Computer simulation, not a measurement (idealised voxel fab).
process module | voxel transistor to metal
cross-section cut | 200 nm wide | cells 5 nm
A cross-section is a grid of square cells, given in bands from the top down. A band is one or more rows of cells.
Each band's line starts with the height of the band's top and of its bottom, in nm. Then come its materials from left to right, each with its width in nm. One material with "throughout" fills the band from edge to edge. "air" is empty space.
Height 0 is the level under which the wafer as received is all one material. The lowest band goes on downwards, as in "0 down".
A width such as "30 to 40" changes by the same amount from each row of cells to the next, from the band's top row to its bottom row.
"no change" after a step means that no cell of the cross-section changed.
closed voids: empty space of 8 cells or more with no open way to the top, each as width x height at its distance from the left edge, in nm
after a step's settings: what the simulator itself notes on the step
overlay nm, on a step with a mask: how far to the right of its planned place the mask lay; to the left if negative
plan
1 op RECEIVE | material Si
2 op CONFORMAL_DEP | material SiO2 | thk nm 5
3 op CONFORMAL_DEP | material SiN | thk nm 15
4 op MASKED_ETCH | tone cover | mask id ACTIVE | width nm 85 | etch materials SiN | depth nm 15 | overlay nm 0
5 op MASKED_ETCH | tone cover | mask id ACTIVE | width nm 85 | etch materials SiO2 | depth nm 5 | overlay nm 0
6 op MASKED_ETCH | tone cover | mask id ACTIVE | width nm 85 | etch materials Si | depth nm 25 | overlay nm 0
7 op OXIDIZE | depth nm 5
8 op FILL_DEP | material SiO2 | thk nm 15
9 op CMP | height nm 20
10 op SELECTIVE_ETCH | etch materials SiO2 | depth nm 10
11 op STRIP | etch materials SiN
12 op SELECTIVE_ETCH | etch materials SiO2 | depth nm 5
13 op OXIDIZE | depth nm 5
14 op DIRECTIONAL_DEP | material polySi | thk nm 30
15 op DIRECTIONAL_DEP | material SiCN | thk nm 15
16 op DIRECTIONAL_DEP | material aC | thk nm 10
17 op PATTERN | tone cover | mask id GATE | material resist | width nm 15 | thk nm 25 | overlay nm 0
18 op DIRECTIONAL_ETCH | etch materials aC | depth nm 10
19 op STRIP | etch materials resist
20 op DIRECTIONAL_ETCH | etch materials SiCN | depth nm 25
21 op DIRECTIONAL_ETCH | etch materials polySi | depth nm 40
22 op STRIP | etch materials aC
23 op CONFORMAL_DEP | material SiO2 | thk nm 5
24 op DIRECTIONAL_ETCH | etch materials SiO2 | depth nm 5
25 op CONFORMAL_DEP | material SiN | thk nm 10
26 op DIRECTIONAL_ETCH | etch materials SiN | depth nm 10
27 op DIRECTIONAL_ETCH | etch materials SiO2 | depth nm 5
28 op DIRECTIONAL_ETCH | etch materials Si | depth nm 15
29 op EPI | material nSi | thk nm 15
30 op FILL_DEP | material SiO2 | thk nm 5
31 op CMP | height nm 45
32 op DIRECTIONAL_DEP | material SiO2 | thk nm 10
33 op DIRECTIONAL_DEP | material aC | thk nm 10
34 op PATTERN | tone open | mask id CONTACT | material resist | width nm 15 | pitch nm 60 | thk nm 30 | overlay nm 0
35 op DIRECTIONAL_ETCH | etch materials aC | depth nm 10
36 op STRIP | etch materials resist
37 op DIRECTIONAL_ETCH | etch materials SiO2 | depth nm 45
38 op STRIP | etch materials aC
39 op CONFORMAL_DEP | material TiN | thk nm 5
40 op FILL_DEP | material W | thk nm 10
41 op CMP | height nm 55
42 op CONFORMAL_DEP | material SiCN | thk nm 5
43 op DIRECTIONAL_DEP | material SiO2 | thk nm 15
44 op PATTERN | tone open | mask id METAL_1 | material resist | width nm 15 | pitch nm 60 | thk nm 15 | overlay nm 0
45 op DIRECTIONAL_ETCH | etch materials SiO2 | depth nm 15
46 op DIRECTIONAL_ETCH | etch materials SiCN | depth nm 5
47 op STRIP | etch materials resist
48 op CONFORMAL_DEP | material TiN | thk nm 5
49 op FILL_DEP | material W | thk nm 10
50 op CMP | height nm 75
51 op CONFORMAL_DEP | material SiCN | thk nm 5
52 op DIRECTIONAL_DEP | material SiO2 | thk nm 25
53 op PATTERN | tone open | mask id METAL_2 | material resist | width nm 15 | pitch nm 60 | thk nm 20 | overlay nm 0
54 op DIRECTIONAL_ETCH | etch materials SiO2 | depth nm 15
55 op STRIP | etch materials resist
56 op PATTERN | tone open | mask id METAL_2_HOLES | material resist | width nm 15 | pitch nm 60 | thk nm 20 | overlay nm 0
57 op DIRECTIONAL_ETCH | etch materials SiO2 | depth nm 10
58 op DIRECTIONAL_ETCH | etch materials SiCN | depth nm 5
59 op STRIP | etch materials resist
60 op CONFORMAL_DEP | material TiN | thk nm 5
61 op FILL_DEP | material Ru | thk nm 5
62 op CMP | height nm 105
63 op CONFORMAL_DEP | material SiCN | thk nm 5
as received, after step 1
  0 down: Si throughout
  closed voids: none
a wafer at the end: this start, this plan, one mistake
  110 to 105: SiCN throughout
  105 to 80: SiO2 60 | TiN 5 | Ru 5 | TiN 5 | SiO2 45 | TiN 5 | Ru 5 | TiN 5 | SiO2 65
  80 to 75: SiCN 60 | TiN 15 | SiCN 45 | TiN 15 | SiCN 65
  75 to 60: SiO2 60 | TiN 5 | W 5 | TiN 5 | SiO2 45 | TiN 5 | W 5 | TiN 5 | SiO2 65
  60 to 55: SiCN 60 | TiN 15 | SiCN 45 | TiN 15 | SiCN 65
  55 to 45: SiO2 60 | TiN 5 | W 5 | TiN 5 | SiO2 45 | TiN 5 | W 5 | TiN 5 | SiO2 65
  45 to 30: SiO2 60 | TiN 5 | W 5 | TiN 5 | SiN 10 | SiO2 5 | SiCN 15 | SiO2 5 | SiN 10 | TiN 5 | W 5 | TiN 5 | SiO2 65
  30 to 15: SiO2 60 | TiN 5 | W 5 | TiN 5 | SiN 10 | SiO2 5 | polySi 15 | SiO2 5 | SiN 10 | TiN 5 | W 5 | TiN 5 | SiO2 65
  15 to 10: SiO2 60 | TiN 15 | SiN 10 | SiO2 5 | polySi 15 | SiO2 5 | SiN 10 | TiN 15 | SiO2 65
  10 to 5: SiN 65 | SiO2 10 | SiN 10 | SiO2 5 | polySi 15 | SiO2 5 | SiN 10 | SiO2 10 | SiN 70
  5 to 0: SiO2 55 | SiN 30 | SiO2 5 | polySi 15 | SiO2 5 | SiN 30 | SiO2 60
  0 to -5: SiO2 throughout
  -5 to -30: SiO2 60 | Si 75 | SiO2 65
  -30 down: Si throughout
  closed voids: none
what went wrong: step 26 ran as: op DIRECTIONAL_ETCH | etch materials SiN | depth nm 5
